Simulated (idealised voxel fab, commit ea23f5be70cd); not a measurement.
The name of this process module is voxel self aligned vias.
Cross-section cut: width 170 nm, square cells of 5 nm.
Each cross-section below is a grid of square cells, stated as bands in top-down order, with one or more rows of cells making up each band.
Read a band's entry like this: the first values are the height of its top and the height of its bottom in nm, and what follows is the sequence of materials from left to right, each with its width in nm. Note that "air" is empty space, and that a single material marked "full width" reaches across the band from edge to edge.
Height reference: 0 = level under which incoming wafer is all one material. Lowest band: no bottom, runs on downward, e.g. "z 0 and below".
Top row gets the first number, bottom row gets the second, and each row in between changes by the same step: that is how a band width like "30..40" works.
What does "nothing was modified" mean for a step? It means no cell of the cross-section changed in that step.
So "Voids, enclosed" is basically the list of trapped voids: any empty space of 8 cells or more that can't reach the top through an opening. They're written width x height at distance, the distance being from the left edge, and it's all nm.
Post-settings text on a step line: simulator's own remark regarding the step.
overlay nm: right-of-plan distance of the mask on a masked step; negative values mean left-of-plan.
Below is the list of planned process steps
1: RECEIVE,material Si
2: CONFORMAL_DEP,material SiO2,thk nm 10
3: CONFORMAL_DEP,material SiCN,thk nm 5
4: DIRECTIONAL_DEP,material lowk,thk nm 20
5: MASKED_ETCH,tone open,mask id LINES,width nm 30,pitch nm 80,etch materials lowk,depth nm 20,overlay nm 0
6: CONFORMAL_DEP,material TiN,thk nm 5
7: FILL_DEP,material Ru,thk nm 10
8: CMP,height nm 35
9: SELECTIVE_ETCH,etch materials W Ru TiN,depth nm 5
10: FILL_DEP,material SiN,thk nm 5
11: CMP,height nm 35
12: DIRECTIONAL_DEP,material lowk,thk nm 20
13: DIRECTIONAL_DEP,material aC,thk nm 10
14: PATTERN,tone open,mask id VIAS,material resist,width nm 50,thk nm 30,overlay nm 0
15: DIRECTIONAL_ETCH,etch materials aC,depth nm 10
16: STRIP,etch materials resist
17: DIRECTIONAL_ETCH,etch materials lowk,depth nm 20
18: DIRECTIONAL_ETCH,etch materials SiN,depth nm 5
19: STRIP,etch materials aC
20: CONFORMAL_DEP,material TiN,thk nm 5
21: FILL_DEP,material Ru,thk nm 10
22: CMP,height nm 55
23: CONFORMAL_DEP,material SiCN,thk nm 5
The cross-section here shows the wafer as received, i.e. in its state after step 1
* z 0 and below: Si full width
* Voids, enclosed: none
Starting wafer: above. Plan: above. Run: one mistake. Cross-section after the module: below
* z 60 to 55: SiCN full width
* z 55 to 40: lowk=20 | TiN=5 | Ru=40 | TiN=5 | lowk=100
* z 40 to 35: lowk=20 | TiN=50 | lowk=100
* z 35 to 30: SiN=20 | TiN=10 | lowk=30 | TiN=10 | SiN=40 | lowk=30 | SiN=30
* z 30 to 20: Ru=25 | TiN=5 | lowk=30 | TiN=5 | Ru=40 | TiN=5 | lowk=30 | TiN=5 | Ru=25
* z 20 to 15: TiN=30 | lowk=30 | TiN=50 | lowk=30 | TiN=30
* z 15 to 10: SiCN full width
* z 10 to 0: SiO2 full width
* z 0 and below: Si full width
* Voids, enclosed: none
The plan and the run diverged here: step 5 off recipe, ran as MASKED_ETCH,tone cover,mask id LINES,width nm 30,pitch nm 80,etch materials lowk,depth nm 20,overlay nm 0
